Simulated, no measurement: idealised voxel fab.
You're looking at the process module voxel ribs on slabs.
Square cell edge 5 nm, section width 295 nm, ID cut.
Format of a cross-section: grid, square cells. Given as bands. Order: top down. Band: one or more rows of cells. A band entry consists of two parts. The first gives the height of the band's top and the height of its bottom, in nm. The rest lists the band's materials from left to right, each with its width in nm. A single material labelled with the word "edge to edge" fills the band from edge to edge, and the word "blank" marks empty space. For the purposes of this specification, 0 denotes the height below which the wafer in its as-received condition is composed wholly of one material, and the lowermost band, lacking a lower limit, extends downward without end, as expressed in "0 and below". The two numbers in a width such as "30..40" mark its ends across the band: the first belongs to the top row of cells, the second to the bottom row, and from each row to the next the width moves by the same amount. Key: "nothing changed" - step with no changed cell in the cross-section. Enclosed voids (no open way to top), threshold 8 cells or more, entry "Completely sealed voids", notation width x height at distance, distance from left edge, nm. Past the settings on a step's line: simulator remark, on that step. overlay nm: step with mask; distance mask lay right of planned place; negative value = left of planned place.
THE PLANNED PROCESS STEPS ARE ENUMERATED HEREUNDER
step 1: RECEIVE,material Si
step 2: DIRECTIONAL_DEP,material SiO2,thk nm 20
step 3: DIRECTIONAL_DEP,material SiN,thk nm 15
step 4: MASKED_ETCH,tone cover,mask id RIB,width nm 20,etch materials SiN,depth nm 5,overlay nm 0
step 5: DIRECTIONAL_DEP,material aC,thk nm 15
step 6: PATTERN,tone cover,mask id SLAB,material resist,width nm 50,thk nm 30,overlay nm 0
step 7: DIRECTIONAL_ETCH,etch materials aC,depth nm 15
step 8: STRIP,etch materials resist
step 9: DIRECTIONAL_ETCH,etch materials SiN,depth nm 10
step 10: STRIP,etch materials aC
step 11: FILL_DEP,material SiO2,thk nm 20
step 12: CMP,height nm 45
step 13: DIRECTIONAL_DEP,material TiN,thk nm 5
step 14: PATTERN,tone cover,mask id HEATER,material resist,width nm 30,thk nm 15,overlay nm 0
step 15: DIRECTIONAL_ETCH,etch materials TiN,depth nm 5
step 16: STRIP,etch materials resist
step 17: CONFORMAL_DEP,material SiO2,thk nm 10
THE FOLLOWING PERTAINS TO THE FIRST OF TWO WAFERS, WHICH WAS PROCESSED AS PLANNED
AS RECEIVED, AFTER STEP 1
  0 and below = Si edge to edge
  Completely sealed voids: none
WAFER AFTER STEP 2 (CROSS-SECTION)
  20 down to 0 = SiO2 edge to edge
  For the remainder of the cross-section, below 0, there is no change.
WAFER AFTER STEP 3 (CROSS-SECTION)
  35 down to 20 = SiN edge to edge
  For the remainder of the cross-section, below 20, there is no change.
WAFER AFTER STEP 4 (CROSS-SECTION)
  35 down to 30 = 135 nm blank / 20 nm SiN / 140 nm blank
  For the remainder of the cross-section, below 30, there is no change.
WAFER AFTER STEP 5 (CROSS-SECTION)
  50 down to 45 = 135 nm blank / 20 nm aC / 140 nm blank
  45 down to 35 = aC edge to edge
  35 down to 30 = 135 nm aC / 20 nm SiN / 140 nm aC
  For the remainder of the cross-section, below 30, there is no change.
WAFER AFTER STEP 6 (CROSS-SECTION)
  80 down to 50 = 120 nm blank / 50 nm resist / 125 nm blank
  50 down to 45 = 120 nm blank / 15 nm resist / 20 nm aC / 15 nm resist / 125 nm blank
  For the remainder of the cross-section, below 45, there is no change.
WAFER AFTER STEP 7 (CROSS-SECTION)
  65 down to 50 = 120 nm blank / 50 nm resist / 125 nm blank
  50 down to 45 = 120 nm blank / 15 nm resist / 20 nm aC / 15 nm resist / 125 nm blank
  45 down to 35 = 120 nm blank / 50 nm aC / 125 nm blank
  35 down to 30 = 120 nm blank / 15 nm aC / 20 nm SiN / 15 nm aC / 125 nm blank
  For the remainder of the cross-section, below 30, there is no change.
WAFER AFTER STEP 8 (CROSS-SECTION)
  50 down to 45 = 135 nm blank / 20 nm aC / 140 nm blank
  For the remainder of the cross-section, below 45, there is no change.
WAFER AFTER STEP 9 (CROSS-SECTION)
  50 down to 45 = 135 nm blank / 20 nm aC / 140 nm blank
  45 down to 35 = 120 nm blank / 50 nm aC / 125 nm blank
  35 down to 30 = 120 nm blank / 15 nm aC / 20 nm SiN / 15 nm aC / 125 nm blank
  30 down to 20 = 120 nm blank / 50 nm SiN / 125 nm blank
  For the remainder of the cross-section, below 20, there is no change.
WAFER AFTER STEP 10 (CROSS-SECTION)
  35 down to 30 = 135 nm blank / 20 nm SiN / 140 nm blank
  For the remainder of the cross-section, below 30, there is no change.
WAFER AFTER STEP 11 (CROSS-SECTION)
  55 down to 35 = SiO2 edge to edge
  35 down to 30 = 135 nm SiO2 / 20 nm SiN / 140 nm SiO2
  30 down to 20 = 120 nm SiO2 / 50 nm SiN / 125 nm SiO2
  For the remainder of the cross-section, below 20, there is no change.
WAFER AFTER STEP 12 (CROSS-SECTION)
  45 down to 35 = SiO2 edge to edge
  For the remainder of the cross-section, below 35, there is no change.
WAFER AFTER STEP 13 (CROSS-SECTION)
  50 down to 45 = TiN edge to edge
  For the remainder of the cross-section, below 45, there is no change.
WAFER AFTER STEP 14 (CROSS-SECTION)
  65 down to 50 = 130 nm blank / 30 nm resist / 135 nm blank
  For the remainder of the cross-section, below 50, there is no change.
WAFER AFTER STEP 15 (CROSS-SECTION)
  65 down to 50 = 130 nm blank / 30 nm resist / 135 nm blank
  50 down to 45 = 130 nm blank / 30 nm TiN / 135 nm blank
  For the remainder of the cross-section, below 45, there is no change.
WAFER AFTER STEP 16 (CROSS-SECTION)
  50 down to 45 = 130 nm blank / 30 nm TiN / 135 nm blank
  For the remainder of the cross-section, below 45, there is no change.
WAFER AFTER STEP 17 (CROSS-SECTION)
  60 down to 55 = 120 nm blank / 50 nm SiO2 / 125 nm blank
  55 down to 50 = SiO2 edge to edge
  50 down to 45 = 130 nm SiO2 / 30 nm TiN / 135 nm SiO2
  For the remainder of the cross-section, below 45, there is no change.
WAFER TWO: LIKE WAFER ONE IN START AND PLAN, BUT WITH ONE MISTAKE IN EXECUTION; IDENTICAL UP TO AND INCLUDING STEP 3
THE SECOND WAFER CUT THROUGH, AT THE TIME STEP 4 WAS SUPPOSED TO BE FINISHED
  35 down to 30 = 130 nm blank / 30 nm SiN / 135 nm blank
  For the remainder of the cross-section, below 30, there is no change.
THE SECOND WAFER CUT THROUGH, AT THE TIME STEP 5 WAS SUPPOSED TO BE FINISHED
  50 down to 45 = 130 nm blank / 30 nm aC / 135 nm blank
  45 down to 35 = aC edge to edge
  35 down to 30 = 130 nm aC / 30 nm SiN / 135 nm aC
  For the remainder of the cross-section, below 30, there is no change.
THE SECOND WAFER CUT THROUGH, AT THE TIME STEP 6 WAS SUPPOSED TO BE FINISHED
  80 down to 50 = 120 nm blank / 50 nm resist / 125 nm blank
  50 down to 45 = 120 nm blank / 10 nm resist / 30 nm aC / 10 nm resist / 125 nm blank
  For the remainder of the cross-section, below 45, there is no change.
THE SECOND WAFER CUT THROUGH, AT THE TIME STEP 7 WAS SUPPOSED TO BE FINISHED
  65 down to 50 = 120 nm blank / 50 nm resist / 125 nm blank
  50 down to 45 = 120 nm blank / 10 nm resist / 30 nm aC / 10 nm resist / 125 nm blank
  45 down to 35 = 120 nm blank / 50 nm aC / 125 nm blank
  35 down to 30 = 120 nm blank / 10 nm aC / 30 nm SiN / 10 nm aC / 125 nm blank
  For the remainder of the cross-section, below 30, there is no change.
THE SECOND WAFER CUT THROUGH, AT THE TIME STEP 8 WAS SUPPOSED TO BE FINISHED
  50 down to 45 = 130 nm blank / 30 nm aC / 135 nm blank
  For the remainder of the cross-section, below 45, there is no change.
THE SECOND WAFER CUT THROUGH, AT THE TIME STEP 9 WAS SUPPOSED TO BE FINISHED
  50 down to 45 = 130 nm blank / 30 nm aC / 135 nm blank
  45 down to 35 = 120 nm blank / 50 nm aC / 125 nm blank
  35 down to 30 = 120 nm blank / 10 nm aC / 30 nm SiN / 10 nm aC / 125 nm blank
  30 down to 20 = 120 nm blank / 50 nm SiN / 125 nm blank
  For the remainder of the cross-section, below 20, there is no change.
THE SECOND WAFER CUT THROUGH, AT THE TIME STEP 10 WAS SUPPOSED TO BE FINISHED
  35 down to 30 = 130 nm blank / 30 nm SiN / 135 nm blank
  For the remainder of the cross-section, below 30, there is no change.
THE SECOND WAFER CUT THROUGH, AT THE TIME STEP 11 WAS SUPPOSED TO BE FINISHED
  55 down to 35 = SiO2 edge to edge
  35 down to 30 = 130 nm SiO2 / 30 nm SiN / 135 nm SiO2
  30 down to 20 = 120 nm SiO2 / 50 nm SiN / 125 nm SiO2
  For the remainder of the cross-section, below 20, there is no change.
THE SECOND WAFER CUT THROUGH, AT THE TIME STEP 12 WAS SUPPOSED TO BE FINISHED
  45 down to 35 = SiO2 edge to edge
  For the remainder of the cross-section, below 35, there is no change.
THE SECOND WAFER CUT THROUGH, AT THE TIME STEP 13 WAS SUPPOSED TO BE FINISHED
  50 down to 45 = TiN edge to edge
  For the remainder of the cross-section, below 45, there is no change.
THE SECOND WAFER CUT THROUGH, AT THE TIME STEP 14 WAS SUPPOSED TO BE FINISHED
  65 down to 50 = 130 nm blank / 30 nm resist / 135 nm blank
  For the remainder of the cross-section, below 50, there is no change.
THE SECOND WAFER CUT THROUGH, AT THE TIME STEP 15 WAS SUPPOSED TO BE FINISHED
  65 down to 50 = 130 nm blank / 30 nm resist / 135 nm blank
  50 down to 45 = 130 nm blank / 30 nm TiN / 135 nm blank
  For the remainder of the cross-section, below 45, there is no change.
THE SECOND WAFER CUT THROUGH, AT THE TIME STEP 16 WAS SUPPOSED TO BE FINISHED
  50 down to 45 = 130 nm blank / 30 nm TiN / 135 nm blank
  For the remainder of the cross-section, below 45, there is no change.
THE SECOND WAFER CUT THROUGH, AT THE TIME STEP 17 WAS SUPPOSED TO BE FINISHED
  60 down to 55 = 120 nm blank / 50 nm SiO2 / 125 nm blank
  55 down to 50 = SiO2 edge to edge
  50 down to 45 = 130 nm SiO2 / 30 nm TiN / 135 nm SiO2
  For the remainder of the cross-section, below 45, there is no change.
Where did the run depart from the plan? the process deviated at step 4: the operation and settings actually run there were MASKED_ETCH,tone cover,mask id RIB,width nm 30,etch materials SiN,depth nm 5,overlay nm 0
Per the end-of-run cell counts, the second wafer holds more or fewer of some materials than the first: SiN: 2 more | SiO2: 2 fewer
